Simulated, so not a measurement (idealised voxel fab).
Herein follows the process module entitled voxel capacitor over wiring.
We display cut, a cross-section 145 nm in width whose square cells are each 5 nm.
Cross-section layout: square cells on a grid; listed as bands, top to bottom; a band spans one or more cell rows.
This entry defines a band. It first specifies the height of the band's top and the height of its bottom in nm, and then specifies the band's materials from left to right, stating each material with its width in nm. The word "full width" identifies a single material that fills the band from edge to edge, while the word "blank" identifies empty space.
It should be noted that heights are counted from 0, beneath which the wafer as supplied is of one material throughout, and that the lowest band possesses no lower boundary but continues downward, as written in "0 -> down".
Width spec "30->40" -> top row of cells at first value, bottom row at second value, equal per-row change in between.
"no change" (step): cross-section cells unchanged, all of them.
Empty spaces counting at least 8 cells and having no open way to the top are listed in "Closed cavities". The notation width x height at distance is used for each, the distance being from the left edge and all three values in nm.
Post-settings text on a step line: simulator's own remark regarding the step.
overlay nm, on a step with a mask: how far to the right of its planned place the mask lay; to the left if negative

Planned step list for the process
1) RECEIVE with material Si
2) CONFORMAL_DEP with material SiO2, thk nm 15
3) CONFORMAL_DEP with material SiCN, thk nm 5
4) DIRECTIONAL_DEP with material lowk, thk nm 15
5) PATTERN with tone open, mask id METAL_1, material resist, width nm 25, pitch nm 90, thk nm 15, overlay nm 0
6) DIRECTIONAL_ETCH with etch materials lowk, depth nm 15
7) DIRECTIONAL_ETCH with etch materials SiCN, depth nm 5
8) STRIP with etch materials resist
9) CONFORMAL_DEP with material TiN, thk nm 5
10) FILL_DEP with material Ru, thk nm 5
11) CMP with height nm 35
12) EPI with material Ru, thk nm 5
13) FILL_DEP with material SiCN, thk nm 5
14) DIRECTIONAL_DEP with material lowk, thk nm 10
15) MASKED_ETCH with tone open, mask id PLUG_1, width nm 15, etch materials lowk, depth nm 10, overlay nm 0
16) MASKED_ETCH with tone open, mask id PLUG_1, width nm 15, etch materials SiCN, depth nm 5, overlay nm 0
17) CONFORMAL_DEP with material TiN, thk nm 5
18) FILL_DEP with material Ru, thk nm 5
19) CMP with height nm 55
20) DIRECTIONAL_DEP with material TiN, thk nm 10
21) DIRECTIONAL_DEP with material SiN, thk nm 5
22) DIRECTIONAL_DEP with material TiN, thk nm 5
23) PATTERN with tone cover, mask id UPPER_PLATE, material resist, width nm 70, thk nm 20, overlay nm 0
24) DIRECTIONAL_ETCH with etch materials TiN, depth nm 5
25) DIRECTIONAL_ETCH with etch materials SiN, depth nm 5
26) STRIP with etch materials resist
27) MASKED_ETCH with tone cover, mask id LOWER_PLATE, width nm 80, etch materials TiN, depth nm 10, overlay nm 0
28) FILL_DEP with material SiO2, thk nm 15
29) CMP with height nm 85
30) PATTERN with tone open, mask id PLUG_2, material resist, width nm 15, thk nm 20, overlay nm 0
31) DIRECTIONAL_ETCH with etch materials SiO2, depth nm 10
32) STRIP with etch materials resist
33) CONFORMAL_DEP with material TiN, thk nm 5
34) FILL_DEP with material Ru, thk nm 10
35) CMP with height nm 85
36) CONFORMAL_DEP with material SiCN, thk nm 5

First wafer of two (run as planned)

Cross-section, incoming material, after step 1
> 0 -> down: Si full width
> Closed cavities: none

The following cross-section depicts the wafer upon completion of step 2
> 15 -> 0: SiO2 full width
> Lower than 0, everything is as it was.

The following cross-section depicts the wafer upon completion of step 3
> 20 -> 15: SiCN full width
> Lower than 15, everything is as it was.

The following cross-section depicts the wafer upon completion of step 4
> 35 -> 20: lowk full width
> Lower than 20, everything is as it was.

The following cross-section depicts the wafer upon completion of step 5
> 50 -> 35: 15 of resist, 25 of blank, 65 of resist, 25 of blank, 15 of resist
> Lower than 35, everything is as it was.

The following cross-section depicts the wafer upon completion of step 6
> 50 -> 35: 15 of resist, 25 of blank, 65 of resist, 25 of blank, 15 of resist
> 35 -> 20: 15 of lowk, 25 of blank, 65 of lowk, 25 of blank, 15 of lowk
> Lower than 20, everything is as it was.

The following cross-section depicts the wafer upon completion of step 7
> 50 -> 35: 15 of resist, 25 of blank, 65 of resist, 25 of blank, 15 of resist
> 35 -> 20: 15 of lowk, 25 of blank, 65 of lowk, 25 of blank, 15 of lowk
> 20 -> 15: 15 of SiCN, 25 of blank, 65 of SiCN, 25 of blank, 15 of SiCN
> Lower than 15, everything is as it was.

The following cross-section depicts the wafer upon completion of step 8
> 35 -> 20: 15 of lowk, 25 of blank, 65 of lowk, 25 of blank, 15 of lowk
> Lower than 20, everything is as it was.

The following cross-section depicts the wafer upon completion of step 9
> 40 -> 35: 20 of TiN, 15 of blank, 75 of TiN, 15 of blank, 20 of TiN
> 35 -> 20: 15 of lowk, 5 of TiN, 15 of blank, 5 of TiN, 65 of lowk, 5 of TiN, 15 of blank, 5 of TiN, 15 of lowk
> 20 -> 15: 15 of SiCN, 25 of TiN, 65 of SiCN, 25 of TiN, 15 of SiCN
> Lower than 15, everything is as it was.

The following cross-section depicts the wafer upon completion of step 10
> 45 -> 40: Ru full width
> 40 -> 35: 20 of TiN, 15 of Ru, 75 of TiN, 15 of Ru, 20 of TiN
> 35 -> 20: 15 of lowk, 5 of TiN, 15 of Ru, 5 of TiN, 65 of lowk, 5 of TiN, 15 of Ru, 5 of TiN, 15 of lowk
> Lower than 20, everything is as it was.

The following cross-section depicts the wafer upon completion of step 11
> 35 -> 20: 15 of lowk, 5 of TiN, 15 of Ru, 5 of TiN, 65 of lowk, 5 of TiN, 15 of Ru, 5 of TiN, 15 of lowk
> Lower than 20, everything is as it was.

The following cross-section depicts the wafer upon completion of step 12
> 40 -> 35: 10 of blank, 35 of Ru, 55 of blank, 35 of Ru, 10 of blank
> Lower than 35, everything is as it was.

The following cross-section depicts the wafer upon completion of step 13
> 45 -> 40: SiCN full width
> 40 -> 35: 10 of SiCN, 35 of Ru, 55 of SiCN, 35 of Ru, 10 of SiCN
> Lower than 35, everything is as it was.

The following cross-section depicts the wafer upon completion of step 14
> 55 -> 45: lowk full width
> Lower than 45, everything is as it was.

The following cross-section depicts the wafer upon completion of step 15
> 55 -> 45: 25 of lowk, 15 of blank, 105 of lowk
> Lower than 45, everything is as it was.

The following cross-section depicts the wafer upon completion of step 16
> 55 -> 45: 25 of lowk, 15 of blank, 105 of lowk
> 45 -> 40: 25 of SiCN, 15 of blank, 105 of SiCN
> Lower than 40, everything is as it was.

The following cross-section depicts the wafer upon completion of step 17
> 60 -> 55: 30 of TiN, 5 of blank, 110 of TiN
> 55 -> 45: 25 of lowk, 5 of TiN, 5 of blank, 5 of TiN, 105 of lowk
> 45 -> 40: 25 of SiCN, 15 of TiN, 105 of SiCN
> Lower than 40, everything is as it was.

The following cross-section depicts the wafer upon completion of step 18
> 65 -> 60: Ru full width
> 60 -> 55: 30 of TiN, 5 of Ru, 110 of TiN
> 55 -> 45: 25 of lowk, 5 of TiN, 5 of Ru, 5 of TiN, 105 of lowk
> Lower than 45, everything is as it was.

The following cross-section depicts the wafer upon completion of step 19
> 55 -> 45: 25 of lowk, 5 of TiN, 5 of Ru, 5 of TiN, 105 of lowk
> Lower than 45, everything is as it was.

The following cross-section depicts the wafer upon completion of step 20
> 65 -> 55: TiN full width
> Lower than 55, everything is as it was.

The following cross-section depicts the wafer upon completion of step 21
> 70 -> 65: SiN full width
> Lower than 65, everything is as it was.

The following cross-section depicts the wafer upon completion of step 22
> 75 -> 70: TiN full width
> Lower than 70, everything is as it was.

The following cross-section depicts the wafer upon completion of step 23
> 95 -> 75: 25 of blank, 70 of resist, 50 of blank
> Lower than 75, everything is as it was.

The following cross-section depicts the wafer upon completion of step 24
> 95 -> 75: 25 of blank, 70 of resist, 50 of blank
> 75 -> 70: 25 of blank, 70 of TiN, 50 of blank
> Lower than 70, everything is as it was.

The following cross-section depicts the wafer upon completion of step 25
> 95 -> 75: 25 of blank, 70 of resist, 50 of blank
> 75 -> 70: 25 of blank, 70 of TiN, 50 of blank
> 70 -> 65: 25 of blank, 70 of SiN, 50 of blank
> Lower than 65, everything is as it was.

The following cross-section depicts the wafer upon completion of step 26
> 75 -> 70: 25 of blank, 70 of TiN, 50 of blank
> Lower than 70, everything is as it was.

The following cross-section depicts the wafer upon completion of step 27
> 75 -> 70: 25 of blank, 70 of TiN, 50 of blank
> 70 -> 65: 25 of blank, 70 of SiN, 50 of blank
> 65 -> 55: 20 of blank, 80 of TiN, 45 of blank
> Lower than 55, everything is as it was.

The following cross-section depicts the wafer upon completion of step 28
> 90 -> 75: SiO2 full width
> 75 -> 70: 25 of SiO2, 70 of TiN, 50 of SiO2
> 70 -> 65: 25 of SiO2, 70 of SiN, 50 of SiO2
> 65 -> 55: 20 of SiO2, 80 of TiN, 45 of SiO2
> Lower than 55, everything is as it was.

The following cross-section depicts the wafer upon completion of step 29
> 85 -> 75: SiO2 full width
> Lower than 75, everything is as it was.

The following cross-section depicts the wafer upon completion of step 30
> 105 -> 85: 35 of resist, 15 of blank, 95 of resist
> Lower than 85, everything is as it was.

The following cross-section depicts the wafer upon completion of step 31
> 105 -> 85: 35 of resist, 15 of blank, 95 of resist
> 85 -> 75: 35 of SiO2, 15 of blank, 95 of SiO2
> Lower than 75, everything is as it was.

The following cross-section depicts the wafer upon completion of step 32
> 85 -> 75: 35 of SiO2, 15 of blank, 95 of SiO2
> Lower than 75, everything is as it was.

The following cross-section depicts the wafer upon completion of step 33
> 90 -> 85: 40 of TiN, 5 of blank, 100 of TiN
> 85 -> 80: 35 of SiO2, 5 of TiN, 5 of blank, 5 of TiN, 95 of SiO2
> 80 -> 70: 35->25 of SiO2, 15->70 of TiN, 95->50 of SiO2
> Lower than 70, everything is as it was.

The following cross-section depicts the wafer upon completion of step 34
> 100 -> 90: Ru full width
> 90 -> 85: 40 of TiN, 5 of Ru, 100 of TiN
> 85 -> 80: 35 of SiO2, 5 of TiN, 5 of Ru, 5 of TiN, 95 of SiO2
> Lower than 80, everything is as it was.

The following cross-section depicts the wafer upon completion of step 35
> 85 -> 80: 35 of SiO2, 5 of TiN, 5 of Ru, 5 of TiN, 95 of SiO2
> Lower than 80, everything is as it was.

The following cross-section depicts the wafer upon completion of step 36
> 90 -> 85: SiCN full width
> Lower than 85, everything is as it was.

Second wafer, same starting state and plan as the first, one mistake in the run, identical through step 1

Second wafer, sectioned view, at step 2's planned end time
> 5 -> 0: SiCN full width
> Lower than 0, everything is as it was.

Second wafer, sectioned view, at step 3's planned end time
> 20 -> 5: SiO2 full width
> Lower than 5, everything is as it was.

Second wafer, sectioned view, at step 4's planned end time
> 35 -> 20: lowk full width
> Lower than 20, everything is as it was.

Second wafer, sectioned view, at step 5's planned end time
> 50 -> 35: 15 of resist, 25 of blank, 65 of resist, 25 of blank, 15 of resist
> Lower than 35, everything is as it was.

Second wafer, sectioned view, at step 6's planned end time
> 50 -> 35: 15 of resist, 25 of blank, 65 of resist, 25 of blank, 15 of resist
> 35 -> 20: 15 of lowk, 25 of blank, 65 of lowk, 25 of blank, 15 of lowk
> Lower than 20, everything is as it was.

Second wafer, sectioned view, at step 7's planned end time: no change

Second wafer, sectioned view, at step 8's planned end time
> 35 -> 20: 15 of lowk, 25 of blank, 65 of lowk, 25 of blank, 15 of lowk
> Lower than 20, everything is as it was.

Second wafer, sectioned view, at step 9's planned end time
> 40 -> 35: 20 of TiN, 15 of blank, 75 of TiN, 15 of blank, 20 of TiN
> 35 -> 25: 15 of lowk, 5 of TiN, 15 of blank, 5 of TiN, 65 of lowk, 5 of TiN, 15 of blank, 5 of TiN, 15 of lowk
> 25 -> 20: 15 of lowk, 25 of TiN, 65 of lowk, 25 of TiN, 15 of lowk
> Lower than 20, everything is as it was.

Second wafer, sectioned view, at step 10's planned end time
> 45 -> 40: Ru full width
> 40 -> 35: 20 of TiN, 15 of Ru, 75 of TiN, 15 of Ru, 20 of TiN
> 35 -> 25: 15 of lowk, 5 of TiN, 15 of Ru, 5 of TiN, 65 of lowk, 5 of TiN, 15 of Ru, 5 of TiN, 15 of lowk
> Lower than 25, everything is as it was.

Second wafer, sectioned view, at step 11's planned end time
> 35 -> 25: 15 of lowk, 5 of TiN, 15 of Ru, 5 of TiN, 65 of lowk, 5 of TiN, 15 of Ru, 5 of TiN, 15 of lowk
> Lower than 25, everything is as it was.

Second wafer, sectioned view, at step 12's planned end time
> 40 -> 35: 10 of blank, 35 of Ru, 55 of blank, 35 of Ru, 10 of blank
> Lower than 35, everything is as it was.

Second wafer, sectioned view, at step 13's planned end time
> 45 -> 40: SiCN full width
> 40 -> 35: 10 of SiCN, 35 of Ru, 55 of SiCN, 35 of Ru, 10 of SiCN
> Lower than 35, everything is as it was.

Second wafer, sectioned view, at step 14's planned end time
> 55 -> 45: lowk full width
> Lower than 45, everything is as it was.

Second wafer, sectioned view, at step 15's planned end time
> 55 -> 45: 25 of lowk, 15 of blank, 105 of lowk
> Lower than 45, everything is as it was.

Second wafer, sectioned view, at step 16's planned end time
> 55 -> 45: 25 of lowk, 15 of blank, 105 of lowk
> 45 -> 40: 25 of SiCN, 15 of blank, 105 of SiCN
> Lower than 40, everything is as it was.

Second wafer, sectioned view, at step 17's planned end time
> 60 -> 55: 30 of TiN, 5 of blank, 110 of TiN
> 55 -> 45: 25 of lowk, 5 of TiN, 5 of blank, 5 of TiN, 105 of lowk
> 45 -> 40: 25 of SiCN, 15 of TiN, 105 of SiCN
> Lower than 40, everything is as it was.

Second wafer, sectioned view, at step 18's planned end time
> 65 -> 60: Ru full width
> 60 -> 55: 30 of TiN, 5 of Ru, 110 of TiN
> 55 -> 45: 25 of lowk, 5 of TiN, 5 of Ru, 5 of TiN, 105 of lowk
> Lower than 45, everything is as it was.

Second wafer, sectioned view, at step 19's planned end time
> 55 -> 45: 25 of lowk, 5 of TiN, 5 of Ru, 5 of TiN, 105 of lowk
> Lower than 45, everything is as it was.

Second wafer, sectioned view, at step 20's planned end time
> 65 -> 55: TiN full width
> Lower than 55, everything is as it was.

Second wafer, sectioned view, at step 21's planned end time
> 70 -> 65: SiN full width
> Lower than 65, everything is as it was.

Second wafer, sectioned view, at step 22's planned end time
> 75 -> 70: TiN full width
> Lower than 70, everything is as it was.

Second wafer, sectioned view, at step 23's planned end time
> 95 -> 75: 25 of blank, 70 of resist, 50 of blank
> Lower than 75, everything is as it was.

Second wafer, sectioned view, at step 24's planned end time
> 95 -> 75: 25 of blank, 70 of resist, 50 of blank
> 75 -> 70: 25 of blank, 70 of TiN, 50 of blank
> Lower than 70, everything is as it was.

Second wafer, sectioned view, at step 25's planned end time
> 95 -> 75: 25 of blank, 70 of resist, 50 of blank
> 75 -> 70: 25 of blank, 70 of TiN, 50 of blank
> 70 -> 65: 25 of blank, 70 of SiN, 50 of blank
> Lower than 65, everything is as it was.

Second wafer, sectioned view, at step 26's planned end time
> 75 -> 70: 25 of blank, 70 of TiN, 50 of blank
> Lower than 70, everything is as it was.

Second wafer, sectioned view, at step 27's planned end time
> 75 -> 70: 25 of blank, 70 of TiN, 50 of blank
> 70 -> 65: 25 of blank, 70 of SiN, 50 of blank
> 65 -> 55: 20 of blank, 80 of TiN, 45 of blank
> Lower than 55, everything is as it was.

Second wafer, sectioned view, at step 28's planned end time
> 90 -> 75: SiO2 full width
> 75 -> 70: 25 of SiO2, 70 of TiN, 50 of SiO2
> 70 -> 65: 25 of SiO2, 70 of SiN, 50 of SiO2
> 65 -> 55: 20 of SiO2, 80 of TiN, 45 of SiO2
> Lower than 55, everything is as it was.

Second wafer, sectioned view, at step 29's planned end time
> 85 -> 75: SiO2 full width
> Lower than 75, everything is as it was.

Second wafer, sectioned view, at step 30's planned end time
> 105 -> 85: 35 of resist, 15 of blank, 95 of resist
> Lower than 85, everything is as it was.

Second wafer, sectioned view, at step 31's planned end time
> 105 -> 85: 35 of resist, 15 of blank, 95 of resist
> 85 -> 75: 35 of SiO2, 15 of blank, 95 of SiO2
> Lower than 75, everything is as it was.

Second wafer, sectioned view, at step 32's planned end time
> 85 -> 75: 35 of SiO2, 15 of blank, 95 of SiO2
> Lower than 75, everything is as it was.

Second wafer, sectioned view, at step 33's planned end time
> 90 -> 85: 40 of TiN, 5 of blank, 100 of TiN
> 85 -> 80: 35 of SiO2, 5 of TiN, 5 of blank, 5 of TiN, 95 of SiO2
> 80 -> 70: 35->25 of SiO2, 15->70 of TiN, 95->50 of SiO2
> Lower than 70, everything is as it was.

Second wafer, sectioned view, at step 34's planned end time
> 100 -> 90: Ru full width
> 90 -> 85: 40 of TiN, 5 of Ru, 100 of TiN
> 85 -> 80: 35 of SiO2, 5 of TiN, 5 of Ru, 5 of TiN, 95 of SiO2
> Lower than 80, everything is as it was.

Second wafer, sectioned view, at step 35's planned end time
> 85 -> 80: 35 of SiO2, 5 of TiN, 5 of Ru, 5 of TiN, 95 of SiO2
> Lower than 80, everything is as it was.

Second wafer, sectioned view, at step 36's planned end time
> 90 -> 85: SiCN full width
> Lower than 85, everything is as it was.
So what did we get wrong on this run? steps 2 and 3 were swapped
The closing comparison, in cells, has the second wafer with more or fewer of some materials than the first: -6 Ru, +10 SiCN, -4 TiN
